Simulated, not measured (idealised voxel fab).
The process module presented herein is designated voxel fin reveal.
It is cross-section cut that appears here, measuring 220 nm in width, its square cells being 5 nm in size.
When this document writes out a cross-section, it uses a grid of square cells and lists it as bands, beginning at the top and moving down, with a band standing for one or more rows of cells. Top height, bottom height, nm. Materials left to right, width each, nm. Single material + "all across" = fills band edge to edge. "blank" = empty. Height datum 0, below which the as-received substrate wafer is one material. Lowest band open at the bottom, running downward: "0 -> down". Width "30 to 40": first value at the band's top row of cells, second value at its bottom row, equal change from row to row. No cell of the cross-section changed in a step that is given as "nothing different". Look at "Closed void list" for the closed voids: empty spaces with no open path to the top, sized 8 cells or up. Each is width x height at distance, distance from the left edge, all nm. after a step's settings: what the simulator itself notes on the step. overlay nm: on a step with a mask, how far right of its planned place the mask lay; negative means left.
The steps planned for the process are as follows
1 RECEIVE: material Si
2 CONFORMAL_DEP: material SiN, thk nm 10
3 MASKED_ETCH: tone cover, mask id FINS, width nm 15, pitch nm 40, etch materials SiN, depth nm 10, overlay nm 0
4 MASKED_ETCH: tone cover, mask id FINS, width nm 15, pitch nm 40, etch materials Si, depth nm 40, overlay nm 0
5 OXIDIZE: depth nm 5
6 FILL_DEP: material SiO2, thk nm 5
7 CMP: height nm 10
8 SELECTIVE_ETCH: etch materials SiO2, depth nm 40
9 STRIP: etch materials SiN
As-received wafer cross-section (after step 1)
	0 -> down: Si all across
	Closed void list: none
Starting wafer: above. Plan: above. Run: one mistake. Cross-section after the module: below
	0 -> -45: 45 of blank  5 of Si  35 of blank  5 of Si  35 of blank  5 of Si  35 of blank  5 of Si  50 of blank
	-45 -> down: Si all across
	Closed void list: none
Want to know what went wrong? step 8, plan: ran twice
